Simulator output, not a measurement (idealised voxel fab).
process module | voxel transistor to metal
cross-section cut | 210 nm wide | cells 5 nm
A cross-section is a grid of square cells, given in bands from the top down. A band is one or more rows of cells.
Each band's line starts with the height of the band's top and of its bottom, in nm. Then come its materials from left to right, each with its width in nm. One material with "throughout" fills the band from edge to edge. "air" is empty space.
Height 0 is the level under which the wafer as received is all one material. The lowest band goes on downwards, as in "0 down".
A width such as "30 to 40" changes by the same amount from each row of cells to the next, from the band's top row to its bottom row.
"no change" after a step means that no cell of the cross-section changed.
closed voids: empty space of 8 cells or more with no open way to the top, each as width x height at its distance from the left edge, in nm
after a step's settings: what the simulator itself notes on the step
overlay nm, on a step with a mask: how far to the right of its planned place the mask lay; to the left if negative
plan
1 op RECEIVE | material Si
2 op CONFORMAL_DEP | material SiO2 | thk nm 5
3 op CONFORMAL_DEP | material SiN | thk nm 15
4 op PATTERN | tone cover | mask id ACTIVE | material resist | width nm 115 | thk nm 15 | overlay nm 0
5 op DIRECTIONAL_ETCH | etch materials SiN | depth nm 15
6 op DIRECTIONAL_ETCH | etch materials SiO2 | depth nm 5
7 op DIRECTIONAL_ETCH | etch materials Si | depth nm 20
8 op STRIP | etch materials resist
9 op FILL_DEP | material SiO2 | thk nm 10
10 op CMP | height nm 20
11 op SELECTIVE_ETCH | etch materials SiO2 | depth nm 15
12 op STRIP | etch materials SiN
13 op SELECTIVE_ETCH | etch materials SiO2 | depth nm 5
14 op OXIDIZE | depth nm 5
15 op DIRECTIONAL_DEP | material polySi | thk nm 25
16 op DIRECTIONAL_DEP | material SiCN | thk nm 10
17 op PATTERN | tone cover | mask id GATE | material resist | width nm 25 | thk nm 20 | overlay nm 0
18 op DIRECTIONAL_ETCH | etch materials SiCN | depth nm 20
19 op DIRECTIONAL_ETCH | etch materials polySi | depth nm 35
20 op STRIP | etch materials resist
21 op CONFORMAL_DEP | material SiO2 | thk nm 5
22 op DIRECTIONAL_ETCH | etch materials SiO2 | depth nm 5
23 op CONFORMAL_DEP | material SiN | thk nm 10
24 op DIRECTIONAL_ETCH | etch materials SiN | depth nm 10
25 op DIRECTIONAL_ETCH | etch materials SiO2 | depth nm 5
26 op DIRECTIONAL_ETCH | etch materials Si | depth nm 15
27 op EPI | material pSi | thk nm 20
28 op FILL_DEP | material SiO2 | thk nm 10
29 op CMP | height nm 35
30 op DIRECTIONAL_DEP | material SiO2 | thk nm 15
31 op DIRECTIONAL_DEP | material aC | thk nm 15
32 op PATTERN | tone open | mask id CONTACT | material resist | width nm 30 | pitch nm 65 | thk nm 30 | overlay nm 0
33 op DIRECTIONAL_ETCH | etch materials aC | depth nm 15
34 op STRIP | etch materials resist
35 op DIRECTIONAL_ETCH | etch materials SiO2 | depth nm 35
36 op STRIP | etch materials aC
37 op CONFORMAL_DEP | material TiN | thk nm 5
38 op FILL_DEP | material W | thk nm 10
39 op CMP | height nm 50
40 op CONFORMAL_DEP | material SiCN | thk nm 5
41 op DIRECTIONAL_DEP | material lowk | thk nm 20
42 op DIRECTIONAL_DEP | material aC | thk nm 10
43 op PATTERN | tone open | mask id METAL_1 | material resist | width nm 15 | pitch nm 80 | thk nm 30 | overlay nm 0
44 op DIRECTIONAL_ETCH | etch materials aC | depth nm 10
45 op STRIP | etch materials resist
46 op DIRECTIONAL_ETCH | etch materials lowk | depth nm 20
47 op DIRECTIONAL_ETCH | etch materials SiCN | depth nm 5
48 op STRIP | etch materials aC
49 op CONFORMAL_DEP | material TiN | thk nm 5
50 op FILL_DEP | material W | thk nm 10
51 op CMP | height nm 75
52 op EPI | material Ru | thk nm 5
53 op FILL_DEP | material SiCN | thk nm 5
54 op DIRECTIONAL_DEP | material SiO2 | thk nm 30
55 op PATTERN | tone open | mask id METAL_2 | material resist | width nm 15 | pitch nm 80 | thk nm 20 | overlay nm 0
56 op DIRECTIONAL_ETCH | etch materials SiO2 | depth nm 20
57 op STRIP | etch materials resist
58 op MASKED_ETCH | tone open | mask id METAL_2_HOLES | width nm 15 | pitch nm 80 | etch materials SiO2 | depth nm 10 | overlay nm 0
59 op MASKED_ETCH | tone open | mask id METAL_2_HOLES | width nm 15 | pitch nm 80 | etch materials SiCN | depth nm 5 | overlay nm 0
60 op CONFORMAL_DEP | material TiN | thk nm 5
61 op FILL_DEP | material Cu | thk nm 10
62 op CMP | height nm 115
63 op CONFORMAL_DEP | material SiN | thk nm 5
varied across the wafers: thk nm of step 53. The plan shows the first wafer's value. All wafers start alike
first wafer as received, after step 1
  0 down: Si throughout
  closed voids: none
each wafer at the end: cells of each material gained (+) or lost (-) since it was received, then its closed voids
thk nm 5 | +12 Cu | +10 Ru | -135 Si | +114 SiCN | +70 SiN | +566 SiO2 | +88 TiN | +40 W | +144 lowk | +74 pSi | +25 polySi | closed voids: none
thk nm 10 | +10 Cu | +10 Ru | -135 Si | +156 SiCN | +70 SiN | +530 SiO2 | +84 TiN | +40 W | +144 lowk | +74 pSi | +25 polySi | closed voids: none
thk nm 15 | +8 Cu | +10 Ru | -135 Si | +198 SiCN | +70 SiN | +494 SiO2 | +80 TiN | +40 W | +144 lowk | +74 pSi | +25 polySi | closed voids: none
thk nm 20 | +6 Cu | +10 Ru | -135 Si | +240 SiCN | +70 SiN | +458 SiO2 | +76 TiN | +40 W | +144 lowk | +74 pSi | +25 polySi | closed voids: none
